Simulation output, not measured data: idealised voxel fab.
The following is a process module called voxel transistor to metal.
Square cells of 5 nm make up the cross-section cut, whose width is 210 nm.
Heads up, the way a cross-section reads in here is a grid of square cells, handed over as bands from the top down, with every band being one or more rows of cells.
Band: top height; bottom height; in nm. Then, left to right: material with width in nm, for each material. "full width": a single material spanning edge to edge. "empty": empty space.
Heights from 0 (as-received wafer is one material below). Bottom band endless downward, as "0 and below".
The notation "30 to 40" denotes a width that varies across the rows of cells in the band, beginning at the first number in the top row, finishing at the second number in the bottom row, and changing by an identical amount from each row to the next.
Key: "nothing altered" - step with no changed cell in the cross-section.
This entry, "Closed void catalog", enumerates those empty regions of no fewer than 8 cells that possess no open connection to the top. Each region is reported in the form width x height at distance, the distance being taken from the left edge, with all three quantities expressed in nm.
Anything after a step's settings on that line? It's the simulator's own note about the step.
overlay nm: on a step with a mask, how far right of its planned place the mask lay; negative means left.

Here's what the planned process steps look like:
1: RECEIVE, material Si
2: CONFORMAL_DEP, material SiO2, thk nm 5
3: CONFORMAL_DEP, material SiN, thk nm 15
4: DIRECTIONAL_DEP, material aC, thk nm 10
5: PATTERN, tone cover, mask id ACTIVE, material resist, width nm 85, thk nm 30, overlay nm 0
6: DIRECTIONAL_ETCH, etch materials aC, depth nm 10
7: STRIP, etch materials resist
8: DIRECTIONAL_ETCH, etch materials SiN, depth nm 15
9: DIRECTIONAL_ETCH, etch materials SiO2, depth nm 5
10: DIRECTIONAL_ETCH, etch materials Si, depth nm 25
11: STRIP, etch materials aC
12: OXIDIZE, depth nm 5
13: FILL_DEP, material SiO2, thk nm 15
14: CMP, height nm 20
15: SELECTIVE_ETCH, etch materials SiO2, depth nm 5
16: STRIP, etch materials SiN
17: SELECTIVE_ETCH, etch materials SiO2, depth nm 5
18: OXIDIZE, depth nm 5
19: DIRECTIONAL_DEP, material polySi, thk nm 20
20: DIRECTIONAL_DEP, material SiCN, thk nm 15
21: MASKED_ETCH, tone cover, mask id GATE, width nm 15, etch materials SiCN, depth nm 25, overlay nm 0
22: MASKED_ETCH, tone cover, mask id GATE, width nm 15, etch materials polySi, depth nm 30, overlay nm 0
23: CONFORMAL_DEP, material SiO2, thk nm 5
24: DIRECTIONAL_ETCH, etch materials SiO2, depth nm 5
25: CONFORMAL_DEP, material SiN, thk nm 5
26: DIRECTIONAL_ETCH, etch materials SiN, depth nm 5
27: DIRECTIONAL_ETCH, etch materials SiO2, depth nm 5
28: DIRECTIONAL_ETCH, etch materials Si, depth nm 5
29: EPI, material pSi, thk nm 10
30: FILL_DEP, material SiO2, thk nm 5
31: CMP, height nm 35
32: DIRECTIONAL_DEP, material SiO2, thk nm 15
33: PATTERN, tone open, mask id CONTACT, material resist, width nm 25, pitch nm 50, thk nm 15, overlay nm 0
34: DIRECTIONAL_ETCH, etch materials SiO2, depth nm 50
35: STRIP, etch materials resist
36: CONFORMAL_DEP, material TiN, thk nm 5
37: FILL_DEP, material Ru, thk nm 10
38: CMP, height nm 50
39: CONFORMAL_DEP, material SiCN, thk nm 5
40: DIRECTIONAL_DEP, material lowk, thk nm 15
41: DIRECTIONAL_DEP, material aC, thk nm 15
42: PATTERN, tone open, mask id METAL_1, material resist, width nm 15, pitch nm 60, thk nm 30, overlay nm 0
43: DIRECTIONAL_ETCH, etch materials aC, depth nm 15
44: STRIP, etch materials resist
45: DIRECTIONAL_ETCH, etch materials lowk, depth nm 15
46: DIRECTIONAL_ETCH, etch materials SiCN, depth nm 5
47: STRIP, etch materials aC
48: CONFORMAL_DEP, material TiN, thk nm 5
49: FILL_DEP, material Ru, thk nm 10
50: CMP, height nm 70
51: CONFORMAL_DEP, material SiCN, thk nm 5
52: DIRECTIONAL_DEP, material SiO2, thk nm 35
53: DIRECTIONAL_DEP, material aC, thk nm 15
54: PATTERN, tone open, mask id METAL_2, material resist, width nm 15, pitch nm 60, thk nm 35, overlay nm 0
55: DIRECTIONAL_ETCH, etch materials aC, depth nm 15
56: STRIP, etch materials resist
57: DIRECTIONAL_ETCH, etch materials SiO2, depth nm 20
58: STRIP, etch materials aC
59: MASKED_ETCH, tone open, mask id METAL_2_HOLES, width nm 15, pitch nm 60, etch materials SiO2, depth nm 15, overlay nm 0
60: MASKED_ETCH, tone open, mask id METAL_2_HOLES, width nm 15, pitch nm 60, etch materials SiCN, depth nm 5, overlay nm 0
61: CONFORMAL_DEP, material TiN, thk nm 5
62: FILL_DEP, material Cu, thk nm 5
63: CMP, height nm 110
64: CONFORMAL_DEP, material SiN, thk nm 5
Quick note for whoever runs this: the wafers start identical, but the thk nm at step 2 isn't the same across them. The plan just shows what the first wafer had.

First of several wafers, received after step 1, in cross-section:
	0 and below = Si full width
	Closed void catalog: none

Here is the cross-section of the first of several wafers at the end of the module, after its last step, step 64:
	115 down to 110 = SiN full width
	110 down to 75 = SiO2 65, then TiN 5, then Cu 5, then TiN 5, then SiO2 45, then TiN 5, then Cu 5, then TiN 5, then SiO2 70
	75 down to 70 = SiCN 65, then TiN 15, then SiCN 45, then TiN 15, then SiCN 70
	70 down to 55 = lowk 65, then TiN 5, then Ru 5, then TiN 5, then lowk 45, then TiN 5, then Ru 5, then TiN 5, then lowk 70
	55 down to 50 = SiCN 65, then TiN 15, then SiCN 45, then TiN 15, then SiCN 70
	50 down to 40 = SiO2 65, then TiN 5, then Ru 15, then TiN 5, then SiO2 25, then TiN 5, then Ru 15, then TiN 5, then SiO2 70
	40 down to 35 = SiO2 65, then TiN 5, then Ru 10, then TiN 10, then SiO2 25, then TiN 10, then Ru 10, then TiN 5, then SiO2 70
	35 down to 20 = SiO2 65, then TiN 5, then Ru 10, then TiN 5, then SiN 5, then SiO2 5, then SiCN 15, then SiO2 5, then SiN 5, then TiN 5, then Ru 10, then TiN 5, then SiO2 70
	20 down to 10 = SiO2 65, then TiN 5, then Ru 10, then TiN 5, then SiN 5, then SiO2 5, then polySi 15, then SiO2 5, then SiN 5, then TiN 5, then Ru 10, then TiN 5, then SiO2 70
	10 down to 5 = SiO2 60, then SiN 5, then TiN 20, then SiN 5, then SiO2 5, then polySi 15, then SiO2 5, then SiN 5, then TiN 20, then SiN 5, then SiO2 65
	5 down to 0 = SiO2 60, then SiN 5, then TiN 10, then pSi 10, then SiN 5, then SiO2 5, then polySi 15, then SiO2 5, then SiN 5, then pSi 10, then TiN 10, then SiN 5, then SiO2 65
	0 down to -5 = SiO2 65, then pSi 20, then SiO2 35, then pSi 20, then SiO2 70
	-5 down to -10 = SiO2 65, then pSi 20, then Si 35, then pSi 20, then SiO2 70
	-10 down to -30 = SiO2 65, then Si 75, then SiO2 70
	-30 and below = Si full width
	Closed void catalog: none

Sectional view of the last wafer upon completion of the module:
	115 down to 110 = SiN full width
	110 down to 75 = SiO2 65, then TiN 5, then Cu 5, then TiN 5, then SiO2 45, then TiN 5, then Cu 5, then TiN 5, then SiO2 70
	75 down to 70 = SiCN 65, then TiN 15, then SiCN 45, then TiN 15, then SiCN 70
	70 down to 55 = lowk 65, then TiN 5, then Ru 5, then TiN 5, then lowk 45, then TiN 5, then Ru 5, then TiN 5, then lowk 70
	55 down to 50 = SiCN 65, then TiN 15, then SiCN 45, then TiN 15, then SiCN 70
	50 down to 40 = SiO2 65, then TiN 5, then Ru 15, then TiN 5, then SiO2 25, then TiN 5, then Ru 15, then TiN 5, then SiO2 70
	40 down to 35 = SiO2 65, then TiN 5, then Ru 10, then TiN 10, then SiO2 25, then TiN 10, then Ru 10, then TiN 5, then SiO2 70
	35 down to 30 = SiO2 65, then TiN 5, then Ru 10, then TiN 5, then SiN 5, then SiO2 5, then SiCN 15, then SiO2 5, then SiN 5, then TiN 5, then Ru 10, then TiN 5, then SiO2 70
	30 down to 10 = SiO2 65, then TiN 5, then Ru 10, then TiN 5, then SiN 5, then SiO2 5, then polySi 15, then SiO2 5, then SiN 5, then TiN 5, then Ru 10, then TiN 5, then SiO2 70
	10 down to 5 = SiO2 65, then TiN 5, then Ru 10, then TiN 5, then SiO2 35, then TiN 5, then Ru 10, then TiN 5, then SiO2 70
	5 down to 0 = SiO2 65, then TiN 20, then SiO2 35, then TiN 20, then SiO2 70
	0 and below = Si full width
	Closed void catalog: none

Quick key for the table: a row per wafer, taken at the end of the module. For each material it tells you how many cells the wafer gained (+) or lost (-) since it came in, and the closed voids come after:
thk nm 5; +14 Cu; +42 Ru; -185 Si; +81 SiCN; +60 SiN; +716 SiO2; +98 TiN; +108 lowk; +20 pSi; +12 polySi; Closed void catalog: none
thk nm 10; +14 Cu; +38 Ru; -8 Si; +78 SiCN; +56 SiN; +554 SiO2; +90 TiN; +108 lowk; +24 pSi; +12 polySi; Closed void catalog: none
thk nm 15; +14 Cu; +46 Ru; +75 SiCN; +52 SiN; +561 SiO2; +98 TiN; +108 lowk; +12 polySi; Closed void catalog: none
thk nm 20; +14 Cu; +46 Ru; +75 SiCN; +52 SiN; +561 SiO2; +98 TiN; +108 lowk; +12 polySi; Closed void catalog: none
